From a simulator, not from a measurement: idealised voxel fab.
You're looking at the process module voxel self aligned vias.
The cross-section on display is named cut; it measures 285 nm wide, and its cells are 5 nm squares.
Cross-section = grid of square cells, listed top down in bands; band = one or more rows.
This entry defines a band. It first specifies the height of the band's top and the height of its bottom in nm, and then specifies the band's materials from left to right, stating each material with its width in nm. The word "full width" identifies a single material that fills the band from edge to edge, while the word "empty" identifies empty space.
Basically, 0 is our baseline, since under it the wafer straight out of the box is all one material. The bottom band has no lower end and keeps on going down, so it looks like "0..down".
A width given as "30..40" starts at the first number in the band's top row and ends at the second number in its bottom row, shifting by an equal amount at every step from row to row.
Take "no change" at face value: in the step it is given for, the cross-section changed in none of its cells.
Voids not open to the top, 8 cells minimum: see "Completely sealed voids". Written width x height at distance; distance is from the left edge; nm.
Whatever follows a step's settings on its line is a remark the simulator itself makes about that step.
When a step includes a mask, the "overlay nm" setting on its line states how far to the right of its planned place that mask lay, and negative values state how far to the left.
Each pair of cross-sections that follows straddles one process step: the one shows the state before the step, the other the state after it, down to the lowest band that changed and no further. The step in question, and its settings, are given under the pair. Note that a pair is not necessarily a continuation of the pair above it, since pairs can come from different runs of this module on the same starting wafer; it is a continuation only where its entry headed "Pre-process" says so.

### Pre-process
> 0..down: Si full width
> Completely sealed voids: none

### Post-Step Section View
> 10..0: SiO2 full width
> Rest of section, below 0: as before.
> Completely sealed voids: none
Can you name the step between the two cross-sections above? It is CONFORMAL_DEP,material SiO2,thk nm 10

Pre-process: the after view from the pair directly above serves as the before view here.

### Post-Step Section View
> 15..10: SiCN full width
> Rest of section, below 10: as before.
> Completely sealed voids: none
Can you name the step between the two cross-sections above? It is CONFORMAL_DEP,material SiCN,thk nm 5

Pre-process: the after view from the pair directly above serves as the before view here.

### Post-Step Section View
> 45..15: SiO2 full width
> Rest of section, below 15: as before.
> Completely sealed voids: none
Can you name the step between the two cross-sections above? It is DIRECTIONAL_DEP,material SiO2,thk nm 30

Pre-process: the after view from the pair directly above serves as the before view here.

### Post-Step Section View
> 60..45: resist: 95; empty: 30; resist: 30; empty: 30; resist: 100
> Rest of section, below 45: as before.
> Completely sealed voids: none
Can you name the step between the two cross-sections above? It is PATTERN,tone open,mask id LINES,material resist,width nm 30,pitch nm 60,thk nm 15,overlay nm 0

Pre-process: the after view from the pair directly above serves as the before view here.

### Post-Step Section View
> 60..45: resist: 95; empty: 30; resist: 30; empty: 30; resist: 100
> 45..15: SiO2: 95; empty: 30; SiO2: 30; empty: 30; SiO2: 100
> Rest of section, below 15: as before.
> Completely sealed voids: none
Can you name the step between the two cross-sections above? It is DIRECTIONAL_ETCH,etch materials SiO2,depth nm 30

Pre-process: the after view from the pair directly above serves as the before view here.

### Post-Step Section View
> 45..15: SiO2: 95; empty: 30; SiO2: 30; empty: 30; SiO2: 100
> Rest of section, below 15: as before.
> Completely sealed voids: none
Can you name the step between the two cross-sections above? It is STRIP,etch materials resist

Pre-process: the after view from the pair directly above serves as the before view here.

### Post-Step Section View
> 50..45: TiN: 100; empty: 20; TiN: 40; empty: 20; TiN: 105
> 45..20: SiO2: 95; TiN: 5; empty: 20; TiN: 5; SiO2: 30; TiN: 5; empty: 20; TiN: 5; SiO2: 100
> 20..15: SiO2: 95; TiN: 30; SiO2: 30; TiN: 30; SiO2: 100
> Rest of section, below 15: as before.
> Completely sealed voids: none
Can you name the step between the two cross-sections above? It is CONFORMAL_DEP,material TiN,thk nm 5

Pre-process: the after view from the pair directly above serves as the before view here.

### Post-Step Section View
> 55..50: W full width
> 50..45: TiN: 100; W: 20; TiN: 40; W: 20; TiN: 105
> 45..20: SiO2: 95; TiN: 5; W: 20; TiN: 5; SiO2: 30; TiN: 5; W: 20; TiN: 5; SiO2: 100
> Rest of section, below 20: as before.
> Completely sealed voids: none
Can you name the step between the two cross-sections above? It is FILL_DEP,material W,thk nm 5

Pre-process: the after view from the pair directly above serves as the before view here.

### Post-Step Section View
> 45..20: SiO2: 95; TiN: 5; W: 20; TiN: 5; SiO2: 30; TiN: 5; W: 20; TiN: 5; SiO2: 100
> Rest of section, below 20: as before.
> Completely sealed voids: none
Can you name the step between the two cross-sections above? It is CMP,height nm 45

Pre-process: the after view from the pair directly above serves as the before view here.

### Post-Step Section View
> 45..35: SiO2: 95; empty: 30; SiO2: 30; empty: 30; SiO2: 100
> Rest of section, below 35: as before.
> Completely sealed voids: none
Can you name the step between the two cross-sections above? It is SELECTIVE_ETCH,etch materials W Ru TiN,depth nm 10

Pre-process: the after view from the pair directly above serves as the before view here.

### Post-Step Section View
> 50..45: SiN full width
> 45..35: SiO2: 95; SiN: 30; SiO2: 30; SiN: 30; SiO2: 100
> Rest of section, below 35: as before.
> Completely sealed voids: none
Can you name the step between the two cross-sections above? It is FILL_DEP,material SiN,thk nm 5

Pre-process: the after view from the pair directly above serves as the before view here.

### Post-Step Section View
> 45..35: SiO2: 95; SiN: 30; SiO2: 30; SiN: 30; SiO2: 100
> Rest of section, below 35: as before.
> Completely sealed voids: none
Can you name the step between the two cross-sections above? It is CMP,height nm 45

Pre-process: the after view from the pair directly above serves as the before view here.

### Post-Step Section View
> 60..45: SiO2 full width
> Rest of section, below 45: as before.
> Completely sealed voids: none
Can you name the step between the two cross-sections above? It is DIRECTIONAL_DEP,material SiO2,thk nm 15

Pre-process: the after view from the pair directly above serves as the before view here.

### Post-Step Section View
> 60..45: SiO2: 90; empty: 40; SiO2: 20; empty: 40; SiO2: 95
> Rest of section, below 45: as before.
> Completely sealed voids: none
Can you name the step between the two cross-sections above? It is MASKED_ETCH,tone open,mask id VIAS,width nm 40,pitch nm 60,etch materials SiO2,depth nm 15,overlay nm 0

Pre-process: the after view from the pair directly above serves as the before view here.

### Post-Step Section View
> 60..45: SiO2: 90; empty: 40; SiO2: 20; empty: 40; SiO2: 95
> 45..35: SiO2: 95; empty: 30; SiO2: 30; empty: 30; SiO2: 100
> Rest of section, below 35: as before.
> Completely sealed voids: none
Can you name the step between the two cross-sections above? It is MASKED_ETCH,tone open,mask id VIAS,width nm 40,pitch nm 60,etch materials SiN,depth nm 10,overlay nm 0

Pre-process: the after view from the pair directly above serves as the before view here.

### Post-Step Section View
> 65..60: TiN: 95; empty: 30; TiN: 30; empty: 30; TiN: 100
> 60..50: SiO2: 90; TiN: 5; empty: 30; TiN: 5; SiO2: 20; TiN: 5; empty: 30; TiN: 5; SiO2: 95
> 50..40: SiO2: 90..95; TiN: 10..5; empty: 20; TiN: 10..5; SiO2: 20..30; TiN: 10..5; empty: 20; TiN: 10..5; SiO2: 95..100
> 40..35: SiO2: 95; TiN: 30; SiO2: 30; TiN: 30; SiO2: 100
> Rest of section, below 35: as before.
> Completely sealed voids: none
Can you name the step between the two cross-sections above? It is CONFORMAL_DEP,material TiN,thk nm 5

Pre-process: the after view from the pair directly above serves as the before view here.

### Post-Step Section View
> 75..65: W full width
> 65..60: TiN: 95; W: 30; TiN: 30; W: 30; TiN: 100
> 60..50: SiO2: 90; TiN: 5; W: 30; TiN: 5; SiO2: 20; TiN: 5; W: 30; TiN: 5; SiO2: 95
> 50..40: SiO2: 90..95; TiN: 10..5; W: 20; TiN: 10..5; SiO2: 20..30; TiN: 10..5; W: 20; TiN: 10..5; SiO2: 95..100
> Rest of section, below 40: as before.
> Completely sealed voids: none
Can you name the step between the two cross-sections above? It is FILL_DEP,material W,thk nm 10

Pre-process: the after view from the pair directly above serves as the before view here.

### Post-Step Section View
> 60..50: SiO2: 90; TiN: 5; W: 30; TiN: 5; SiO2: 20; TiN: 5; W: 30; TiN: 5; SiO2: 95
> Rest of section, below 50: as before.
> Completely sealed voids: none
Can you name the step between the two cross-sections above? It is CMP,height nm 60

Pre-process: the after view from the pair directly above serves as the before view here.

### Post-Step Section View
> 65..60: SiCN full width
> Rest of section, below 60: as before.
> Completely sealed voids: none
Can you name the step between the two cross-sections above? It is CONFORMAL_DEP,material SiCN,thk nm 5

### Pre-process
> 10..0: SiO2 full width
> 0..down: Si full width
> Completely sealed voids: none

### Post-Step Section View
> 40..0: SiO2 full width
> Rest of section, below 0: as before.
> Completely sealed voids: none
Can you name the step between the two cross-sections above? It is DIRECTIONAL_DEP,material SiO2,thk nm 30

Pre-process: the after view from the pair directly above serves as the before view here.

### Post-Step Section View
> 55..40: resist: 95; empty: 30; resist: 30; empty: 30; resist: 100
> Rest of section, below 40: as before.
> Completely sealed voids: none
Can you name the step between the two cross-sections above? It is PATTERN,tone open,mask id LINES,material resist,width nm 30,pitch nm 60,thk nm 15,overlay nm 0

Pre-process: the after view from the pair directly above serves as the before view here.

### Post-Step Section View
> 55..40: resist: 95; empty: 30; resist: 30; empty: 30; resist: 100
> 40..10: SiO2: 95; empty: 30; SiO2: 30; empty: 30; SiO2: 100
> Rest of section, below 10: as before.
> Completely sealed voids: none
Can you name the step between the two cross-sections above? It is DIRECTIONAL_ETCH,etch materials SiO2,depth nm 30

Pre-process: the after view from the pair directly above serves as the before view here.

### Post-Step Section View
> 40..10: SiO2: 95; empty: 30; SiO2: 30; empty: 30; SiO2: 100
> Rest of section, below 10: as before.
> Completely sealed voids: none
Can you name the step between the two cross-sections above? It is STRIP,etch materials resist

Pre-process: the after view from the pair directly above serves as the before view here.

### Post-Step Section View
> 45..40: TiN: 100; empty: 20; TiN: 40; empty: 20; TiN: 105
> 40..15: SiO2: 95; TiN: 5; empty: 20; TiN: 5; SiO2: 30; TiN: 5; empty: 20; TiN: 5; SiO2: 100
> 15..10: SiO2: 95; TiN: 30; SiO2: 30; TiN: 30; SiO2: 100
> Rest of section, below 10: as before.
> Completely sealed voids: none
Can you name the step between the two cross-sections above? It is CONFORMAL_DEP,material TiN,thk nm 5

Pre-process: the after view from the pair directly above serves as the before view here.

### Post-Step Section View
> 50..45: W full width
> 45..40: TiN: 100; W: 20; TiN: 40; W: 20; TiN: 105
> 40..15: SiO2: 95; TiN: 5; W: 20; TiN: 5; SiO2: 30; TiN: 5; W: 20; TiN: 5; SiO2: 100
> Rest of section, below 15: as before.
> Completely sealed voids: none
Can you name the step between the two cross-sections above? It is FILL_DEP,material W,thk nm 5

Pre-process: the after view from the pair directly above serves as the before view here.

### Post-Step Section View
> 45..40: TiN: 100; W: 20; TiN: 40; W: 20; TiN: 105
> Rest of section, below 40: as before.
> Completely sealed voids: none
Can you name the step between the two cross-sections above? It is CMP,height nm 45

Pre-process: the after view from the pair directly above serves as the before view here.

### Post-Step Section View
> 40..35: SiO2: 95; empty: 30; SiO2: 30; empty: 30; SiO2: 100
> Rest of section, below 35: as before.
> Completely sealed voids: none
Can you name the step between the two cross-sections above? It is SELECTIVE_ETCH,etch materials W Ru TiN,depth nm 10

Pre-process: the after view from the pair directly above serves as the before view here.

### Post-Step Section View
> 45..40: SiN full width
> 40..35: SiO2: 95; SiN: 30; SiO2: 30; SiN: 30; SiO2: 100
> Rest of section, below 35: as before.
> Completely sealed voids: none
Can you name the step between the two cross-sections above? It is FILL_DEP,material SiN,thk nm 5

Pre-process: the after view from the pair directly above serves as the before view here.

### Post-Step Section View
> 60..45: SiO2 full width
> Rest of section, below 45: as before.
> Completely sealed voids: none
Can you name the step between the two cross-sections above? It is DIRECTIONAL_DEP,material SiO2,thk nm 15

Pre-process: the after view from the pair directly above serves as the before view here.

### Post-Step Section View
> 60..45: SiO2: 90; empty: 40; SiO2: 20; empty: 40; SiO2: 95
> Rest of section, below 45: as before.
> Completely sealed voids: none
Can you name the step between the two cross-sections above? It is MASKED_ETCH,tone open,mask id VIAS,width nm 40,pitch nm 60,etch materials SiO2,depth nm 15,overlay nm 0

Pre-process: the after view from the pair directly above serves as the before view here.

### Post-Step Section View
> 60..45: SiO2: 90; empty: 40; SiO2: 20; empty: 40; SiO2: 95
> 45..40: SiN: 90; empty: 40; SiN: 20; empty: 40; SiN: 95
> 40..35: SiO2: 95; empty: 30; SiO2: 30; empty: 30; SiO2: 100
> Rest of section, below 35: as before.
> Completely sealed voids: none
Can you name the step between the two cross-sections above? It is MASKED_ETCH,tone open,mask id VIAS,width nm 40,pitch nm 60,etch materials SiN,depth nm 10,overlay nm 0

Pre-process: the after view from the pair directly above serves as the before view here.

### Post-Step Section View
> 65..60: TiN: 95; empty: 30; TiN: 30; empty: 30; TiN: 100
> 60..45: SiO2: 90; TiN: 5; empty: 30; TiN: 5; SiO2: 20; TiN: 5; empty: 30; TiN: 5; SiO2: 95
> 45..40: SiN: 90; TiN: 10; empty: 20; TiN: 10; SiN: 20; TiN: 10; empty: 20; TiN: 10; SiN: 95
> 40..35: SiO2: 95; TiN: 30; SiO2: 30; TiN: 30; SiO2: 100
> Rest of section, below 35: as before.
> Completely sealed voids: none
Can you name the step between the two cross-sections above? It is CONFORMAL_DEP,material TiN,thk nm 5

Pre-process: the after view from the pair directly above serves as the before view here.

### Post-Step Section View
> 75..65: W full width
> 65..60: TiN: 95; W: 30; TiN: 30; W: 30; TiN: 100
> 60..45: SiO2: 90; TiN: 5; W: 30; TiN: 5; SiO2: 20; TiN: 5; W: 30; TiN: 5; SiO2: 95
> 45..40: SiN: 90; TiN: 10; W: 20; TiN: 10; SiN: 20; TiN: 10; W: 20; TiN: 10; SiN: 95
> Rest of section, below 40: as before.
> Completely sealed voids: none
Can you name the step between the two cross-sections above? It is FILL_DEP,material W,thk nm 10

Pre-process: the after view from the pair directly above serves as the before view here.

### Post-Step Section View
> 60..45: SiO2: 90; TiN: 5; W: 30; TiN: 5; SiO2: 20; TiN: 5; W: 30; TiN: 5; SiO2: 95
> Rest of section, below 45: as before.
> Completely sealed voids: none
Can you name the step between the two cross-sections above? It is CMP,height nm 60

Pre-process: the after view from the pair directly above serves as the before view here.

### Post-Step Section View
> 65..60: SiCN full width
> Rest of section, below 60: as before.
> Completely sealed voids: none
Can you name the step between the two cross-sections above? It is CONFORMAL_DEP,material SiCN,thk nm 5

### Pre-process
> 60..45: SiO2: 90; empty: 40; SiO2: 20; empty: 40; SiO2: 95
> 45..35: SiO2: 95; SiN: 30; SiO2: 30; SiN: 30; SiO2: 100
> 35..20: SiO2: 95; TiN: 5; W: 20; TiN: 5; SiO2: 30; TiN: 5; W: 20; TiN: 5; SiO2: 100
> 20..15: SiO2: 95; TiN: 30; SiO2: 30; TiN: 30; SiO2: 100
> 15..10: SiCN full width
> 10..0: SiO2 full width
> 0..down: Si full width
> Completely sealed voids: none

### Post-Step Section View
> 60..45: SiO2: 90; empty: 40; SiO2: 20; empty: 40; SiO2: 95
> 45..35: SiO2: 90; empty: 5; SiN: 30; empty: 5; SiO2: 20; empty: 5; SiN: 30; empty: 5; SiO2: 95
> 35..30: SiO2: 90; empty: 5; TiN: 5; W: 20; TiN: 5; empty: 5; SiO2: 20; empty: 5; TiN: 5; W: 20; TiN: 5; empty: 5; SiO2: 95
> Rest of section, below 30: as before.
> Completely sealed voids: none
Can you name the step between the two cross-sections above? It is MASKED_ETCH,tone open,mask id VIAS,width nm 40,pitch nm 60,etch materials SiO2,depth nm 15,overlay nm 0

Pre-process: the after view from the pair directly above serves as the before view here.

### Post-Step Section View
> 60..35: SiO2: 90; empty: 40; SiO2: 20; empty: 40; SiO2: 95
> Rest of section, below 35: as before.
> Completely sealed voids: none
Can you name the step between the two cross-sections above? It is MASKED_ETCH,tone open,mask id VIAS,width nm 40,pitch nm 60,etch materials SiN,depth nm 10,overlay nm 0

Pre-process: the after view from the pair directly above serves as the before view here.

### Post-Step Section View
> 65..60: TiN: 95; empty: 30; TiN: 30; empty: 30; TiN: 100
> 60..40: SiO2: 90; TiN: 5; empty: 30; TiN: 5; SiO2: 20; TiN: 5; empty: 30; TiN: 5; SiO2: 95
> 40..35: SiO2: 90; TiN: 40; SiO2: 20; TiN: 40; SiO2: 95
> 35..30: SiO2: 90; TiN: 10; W: 20; TiN: 10; SiO2: 20; TiN: 10; W: 20; TiN: 10; SiO2: 95
> Rest of section, below 30: as before.
> Completely sealed voids: none
Can you name the step between the two cross-sections above? It is CONFORMAL_DEP,material TiN,thk nm 5

Pre-process: the after view from the pair directly above serves as the before view here.

### Post-Step Section View
> 75..65: W full width
> 65..60: TiN: 95; W: 30; TiN: 30; W: 30; TiN: 100
> 60..40: SiO2: 90; TiN: 5; W: 30; TiN: 5; SiO2: 20; TiN: 5; W: 30; TiN: 5; SiO2: 95
> Rest of section, below 40: as before.
> Completely sealed voids: none
Can you name the step between the two cross-sections above? It is FILL_DEP,material W,thk nm 10

Pre-process: the after view from the pair directly above serves as the before view here.

### Post-Step Section View
> 60..40: SiO2: 90; TiN: 5; W: 30; TiN: 5; SiO2: 20; TiN: 5; W: 30; TiN: 5; SiO2: 95
> Rest of section, below 40: as before.
> Completely sealed voids: none
Can you name the step between the two cross-sections above? It is CMP,height nm 60

Pre-process: the after view from the pair directly above serves as the before view here.

### Post-Step Section View
> 65..60: SiCN full width
> Rest of section, below 60: as before.
> Completely sealed voids: none
Can you name the step between the two cross-sections above? It is CONFORMAL_DEP,material SiCN,thk nm 5

### Pre-process
> 0..down: Si full width
> Completely sealed voids: none

### Post-Step Section View
> 5..0: SiCN full width
> Rest of section, below 0: as before.
> Completely sealed voids: none
Can you name the step between the two cross-sections above? It is CONFORMAL_DEP,material SiCN,thk nm 5

Pre-process: the after view from the pair directly above serves as the before view here.

### Post-Step Section View
> 15..5: SiO2 full width
> Rest of section, below 5: as before.
> Completely sealed voids: none
Can you name the step between the two cross-sections above? It is CONFORMAL_DEP,material SiO2,thk nm 10

Pre-process: the after view from the pair directly above serves as the before view here.

### Post-Step Section View
> 45..5: SiO2 full width
> Rest of section, below 5: as before.
> Completely sealed voids: none
Can you name the step between the two cross-sections above? It is DIRECTIONAL_DEP,material SiO2,thk nm 30

Pre-process: the after view from the pair directly above serves as the before view here.

### Post-Step Section View
> 60..45: resist: 95; empty: 30; resist: 30; empty: 30; resist: 100
> Rest of section, below 45: as before.
> Completely sealed voids: none
Can you name the step between the two cross-sections above? It is PATTERN,tone open,mask id LINES,material resist,width nm 30,pitch nm 60,thk nm 15,overlay nm 0

Pre-process: the after view from the pair directly above serves as the before view here.

### Post-Step Section View
> 60..45: resist: 95; empty: 30; resist: 30; empty: 30; resist: 100
> 45..15: SiO2: 95; empty: 30; SiO2: 30; empty: 30; SiO2: 100
> Rest of section, below 15: as before.
> Completely sealed voids: none
Can you name the step between the two cross-sections above? It is DIRECTIONAL_ETCH,etch materials SiO2,depth nm 30

Pre-process: the after view from the pair directly above serves as the before view here.

### Post-Step Section View
> 45..15: SiO2: 95; empty: 30; SiO2: 30; empty: 30; SiO2: 100
> Rest of section, below 15: as before.
> Completely sealed voids: none
Can you name the step between the two cross-sections above? It is STRIP,etch materials resist

Pre-process: the after view from the pair directly above serves as the before view here.

### Post-Step Section View
> 50..45: TiN: 100; empty: 20; TiN: 40; empty: 20; TiN: 105
> 45..20: SiO2: 95; TiN: 5; empty: 20; TiN: 5; SiO2: 30; TiN: 5; empty: 20; TiN: 5; SiO2: 100
> 20..15: SiO2: 95; TiN: 30; SiO2: 30; TiN: 30; SiO2: 100
> Rest of section, below 15: as before.
> Completely sealed voids: none
Can you name the step between the two cross-sections above? It is CONFORMAL_DEP,material TiN,thk nm 5

Pre-process: the after view from the pair directly above serves as the before view here.

### Post-Step Section View
> 55..50: W full width
> 50..45: TiN: 100; W: 20; TiN: 40; W: 20; TiN: 105
> 45..20: SiO2: 95; TiN: 5; W: 20; TiN: 5; SiO2: 30; TiN: 5; W: 20; TiN: 5; SiO2: 100
> Rest of section, below 20: as before.
> Completely sealed voids: none
Can you name the step between the two cross-sections above? It is FILL_DEP,material W,thk nm 5

Pre-process: the after view from the pair directly above serves as the before view here.

### Post-Step Section View
> 45..20: SiO2: 95; TiN: 5; W: 20; TiN: 5; SiO2: 30; TiN: 5; W: 20; TiN: 5; SiO2: 100
> Rest of section, below 20: as before.
> Completely sealed voids: none
Can you name the step between the two cross-sections above? It is CMP,height nm 45

Pre-process: the after view from the pair directly above serves as the before view here.

### Post-Step Section View
> 45..35: SiO2: 95; empty: 30; SiO2: 30; empty: 30; SiO2: 100
> Rest of section, below 35: as before.
> Completely sealed voids: none
Can you name the step between the two cross-sections above? It is SELECTIVE_ETCH,etch materials W Ru TiN,depth nm 10

Pre-process: the after view from the pair directly above serves as the before view here.

### Post-Step Section View
> 50..45: SiN full width
> 45..35: SiO2: 95; SiN: 30; SiO2: 30; SiN: 30; SiO2: 100
> Rest of section, below 35: as before.
> Completely sealed voids: none
Can you name the step between the two cross-sections above? It is FILL_DEP,material SiN,thk nm 5

Pre-process: the after view from the pair directly above serves as the before view here.

### Post-Step Section View
> 45..35: SiO2: 95; SiN: 30; SiO2: 30; SiN: 30; SiO2: 100
> Rest of section, below 35: as before.
> Completely sealed voids: none
Can you name the step between the two cross-sections above? It is CMP,height nm 45

Pre-process: the after view from the pair directly above serves as the before view here.

### Post-Step Section View
> 60..45: SiO2 full width
> Rest of section, below 45: as before.
> Completely sealed voids: none
Can you name the step between the two cross-sections above? It is DIRECTIONAL_DEP,material SiO2,thk nm 15

Pre-process: the after view from the pair directly above serves as the before view here.

### Post-Step Section View
> 60..45: SiO2: 90; empty: 40; SiO2: 20; empty: 40; SiO2: 95
> Rest of section, below 45: as before.
> Completely sealed voids: none
Can you name the step between the two cross-sections above? It is MASKED_ETCH,tone open,mask id VIAS,width nm 40,pitch nm 60,etch materials SiO2,depth nm 15,overlay nm 0

Pre-process: the after view from the pair directly above serves as the before view here.

### Post-Step Section View
> 60..45: SiO2: 90; empty: 40; SiO2: 20; empty: 40; SiO2: 95
> 45..35: SiO2: 95; empty: 30; SiO2: 30; empty: 30; SiO2: 100
> Rest of section, below 35: as before.
> Completely sealed voids: none
Can you name the step between the two cross-sections above? It is MASKED_ETCH,tone open,mask id VIAS,width nm 40,pitch nm 60,etch materials SiN,depth nm 10,overlay nm 0

Pre-process: the after view from the pair directly above serves as the before view here.

### Post-Step Section View
> 65..60: TiN: 95; empty: 30; TiN: 30; empty: 30; TiN: 100
> 60..50: SiO2: 90; TiN: 5; empty: 30; TiN: 5; SiO2: 20; TiN: 5; empty: 30; TiN: 5; SiO2: 95
> 50..40: SiO2: 90..95; TiN: 10..5; empty: 20; TiN: 10..5; SiO2: 20..30; TiN: 10..5; empty: 20; TiN: 10..5; SiO2: 95..100
> 40..35: SiO2: 95; TiN: 30; SiO2: 30; TiN: 30; SiO2: 100
> Rest of section, below 35: as before.
> Completely sealed voids: none
Can you name the step between the two cross-sections above? It is CONFORMAL_DEP,material TiN,thk nm 5

Pre-process: the after view from the pair directly above serves as the before view here.

### Post-Step Section View
> 75..65: W full width
> 65..60: TiN: 95; W: 30; TiN: 30; W: 30; TiN: 100
> 60..50: SiO2: 90; TiN: 5; W: 30; TiN: 5; SiO2: 20; TiN: 5; W: 30; TiN: 5; SiO2: 95
> 50..40: SiO2: 90..95; TiN: 10..5; W: 20; TiN: 10..5; SiO2: 20..30; TiN: 10..5; W: 20; TiN: 10..5; SiO2: 95..100
> Rest of section, below 40: as before.
> Completely sealed voids: none
Can you name the step between the two cross-sections above? It is FILL_DEP,material W,thk nm 10

Pre-process: the after view from the pair directly above serves as the before view here.

### Post-Step Section View
> 60..50: SiO2: 90; TiN: 5; W: 30; TiN: 5; SiO2: 20; TiN: 5; W: 30; TiN: 5; SiO2: 95
> Rest of section, below 50: as before.
> Completely sealed voids: none
Can you name the step between the two cross-sections above? It is CMP,height nm 60

Pre-process: the after view from the pair directly above serves as the before view here.

### Post-Step Section View
> 65..60: SiCN full width
> Rest of section, below 60: as before.
> Completely sealed voids: none
Can you name the step between the two cross-sections above? It is CONFORMAL_DEP,material SiCN,thk nm 5

### Pre-process
> 60..45: SiO2 full width
> 45..35: SiO2: 95; SiN: 30; SiO2: 30; SiN: 30; SiO2: 100
> 35..20: SiO2: 95; TiN: 5; W: 20; TiN: 5; SiO2: 30; TiN: 5; W: 20; TiN: 5; SiO2: 100
> 20..15: SiO2: 95; TiN: 30; SiO2: 30; TiN: 30; SiO2: 100
> 15..10: SiCN full width
> 10..0: SiO2 full width
> 0..down: Si full width
> Completely sealed voids: none

### Post-Step Section View
> 60..45: SiO2: 90; empty: 40; SiO2: 20; empty: 40; SiO2: 95
> 45..40: SiO2: 90; empty: 5; SiN: 30; empty: 5; SiO2: 20; empty: 5; SiN: 30; empty: 5; SiO2: 95
> Rest of section, below 40: as before.
> Completely sealed voids: none
Can you name the step between the two cross-sections above? It is MASKED_ETCH,tone open,mask id VIAS,width nm 40,pitch nm 60,etch materials SiO2,depth nm 20,overlay nm 0

Pre-process: the after view from the pair directly above serves as the before view here.

### Post-Step Section View
> 60..40: SiO2: 90; empty: 40; SiO2: 20; empty: 40; SiO2: 95
> 40..35: SiO2: 95; empty: 30; SiO2: 30; empty: 30; SiO2: 100
> Rest of section, below 35: as before.
> Completely sealed voids: none
Can you name the step between the two cross-sections above? It is MASKED_ETCH,tone open,mask id VIAS,width nm 40,pitch nm 60,etch materials SiN,depth nm 10,overlay nm 0

Pre-process: the after view from the pair directly above serves as the before view here.

### Post-Step Section View
> 65..60: TiN: 95; empty: 30; TiN: 30; empty: 30; TiN: 100
> 60..45: SiO2: 90; TiN: 5; empty: 30; TiN: 5; SiO2: 20; TiN: 5; empty: 30; TiN: 5; SiO2: 95
> 45..40: SiO2: 90; TiN: 10; empty: 20; TiN: 10; SiO2: 20; TiN: 10; empty: 20; TiN: 10; SiO2: 95
> 40..35: SiO2: 95; TiN: 30; SiO2: 30; TiN: 30; SiO2: 100
> Rest of section, below 35: as before.
> Completely sealed voids: none
Can you name the step between the two cross-sections above? It is CONFORMAL_DEP,material TiN,thk nm 5

Pre-process: the after view from the pair directly above serves as the before view here.

### Post-Step Section View
> 75..65: W full width
> 65..60: TiN: 95; W: 30; TiN: 30; W: 30; TiN: 100
> 60..45: SiO2: 90; TiN: 5; W: 30; TiN: 5; SiO2: 20; TiN: 5; W: 30; TiN: 5; SiO2: 95
> 45..40: SiO2: 90; TiN: 10; W: 20; TiN: 10; SiO2: 20; TiN: 10; W: 20; TiN: 10; SiO2: 95
> Rest of section, below 40: as before.
> Completely sealed voids: none
Can you name the step between the two cross-sections above? It is FILL_DEP,material W,thk nm 10

Pre-process: the after view from the pair directly above serves as the before view here.

### Post-Step Section View
> 60..45: SiO2: 90; TiN: 5; W: 30; TiN: 5; SiO2: 20; TiN: 5; W: 30; TiN: 5; SiO2: 95
> Rest of section, below 45: as before.
> Completely sealed voids: none
Can you name the step between the two cross-sections above? It is CMP,height nm 60

Pre-process: the after view from the pair directly above serves as the before view here.

### Post-Step Section View
> 65..60: SiCN full width
> Rest of section, below 60: as before.
> Completely sealed voids: none
Can you name the step between the two cross-sections above? It is CONFORMAL_DEP,material SiCN,thk nm 5

### Pre-process
> 60..45: SiO2 full width
> 45..35: SiO2: 95; SiN: 30; SiO2: 30; SiN: 30; SiO2: 100
> 35..20: SiO2: 95; TiN: 5; W: 20; TiN: 5; SiO2: 30; TiN: 5; W: 20; TiN: 5; SiO2: 100
> 20..15: SiO2: 95; TiN: 30; SiO2: 30; TiN: 30; SiO2: 100
> 15..10: SiCN full width
> 10..0: SiO2 full width
> 0..down: Si full width
> Completely sealed voids: none

### Post-Step Section View
> 60..45: SiO2: 95; empty: 35; SiO2: 25; empty: 35; SiO2: 95
> Rest of section, below 45: as before.
> Completely sealed voids: none
Can you name the step between the two cross-sections above? It is MASKED_ETCH,tone open,mask id VIAS,width nm 35,pitch nm 60,etch materials SiO2,depth nm 15,overlay nm 0

Pre-process: the after view from the pair directly above serves as the before view here.

### Post-Step Section View
> 60..45: SiO2: 95; empty: 35; SiO2: 25; empty: 35; SiO2: 95
> 45..35: SiO2: 95; empty: 30; SiO2: 30; empty: 30; SiO2: 100
> Rest of section, below 35: as before.
> Completely sealed voids: none
Can you name the step between the two cross-sections above? It is MASKED_ETCH,tone open,mask id VIAS,width nm 40,pitch nm 60,etch materials SiN,depth nm 10,overlay nm 0

Pre-process: the after view from the pair directly above serves as the before view here.

### Post-Step Section View
> 65..60: TiN: 100; empty: 25; TiN: 35; empty: 25; TiN: 100
> 60..50: SiO2: 95; TiN: 5; empty: 25; TiN: 5; SiO2: 25; TiN: 5; empty: 25; TiN: 5; SiO2: 95
> 50..40: SiO2: 95; TiN: 5; empty: 20; TiN: 10..5; SiO2: 25..30; TiN: 5; empty: 20; TiN: 10..5; SiO2: 95..100
> 40..35: SiO2: 95; TiN: 30; SiO2: 30; TiN: 30; SiO2: 100
> Rest of section, below 35: as before.
> Completely sealed voids: none
Can you name the step between the two cross-sections above? It is CONFORMAL_DEP,material TiN,thk nm 5

Pre-process: the after view from the pair directly above serves as the before view here.

### Post-Step Section View
> 75..65: W full width
> 65..60: TiN: 100; W: 25; TiN: 35; W: 25; TiN: 100
> 60..50: SiO2: 95; TiN: 5; W: 25; TiN: 5; SiO2: 25; TiN: 5; W: 25; TiN: 5; SiO2: 95
> 50..40: SiO2: 95; TiN: 5; W: 20; TiN: 10..5; SiO2: 25..30; TiN: 5; W: 20; TiN: 10..5; SiO2: 95..100
> Rest of section, below 40: as before.
> Completely sealed voids: none
Can you name the step between the two cross-sections above? It is FILL_DEP,material W,thk nm 10

Pre-process: the after view from the pair directly above serves as the before view here.

### Post-Step Section View
> 60..50: SiO2: 95; TiN: 5; W: 25; TiN: 5; SiO2: 25; TiN: 5; W: 25; TiN: 5; SiO2: 95
> Rest of section, below 50: as before.
> Completely sealed voids: none
Can you name the step between the two cross-sections above? It is CMP,height nm 60

Pre-process: the after view from the pair directly above serves as the before view here.

### Post-Step Section View
> 65..60: SiCN full width
> Rest of section, below 60: as before.
> Completely sealed voids: none
Can you name the step between the two cross-sections above? It is CONFORMAL_DEP,material SiCN,thk nm 5
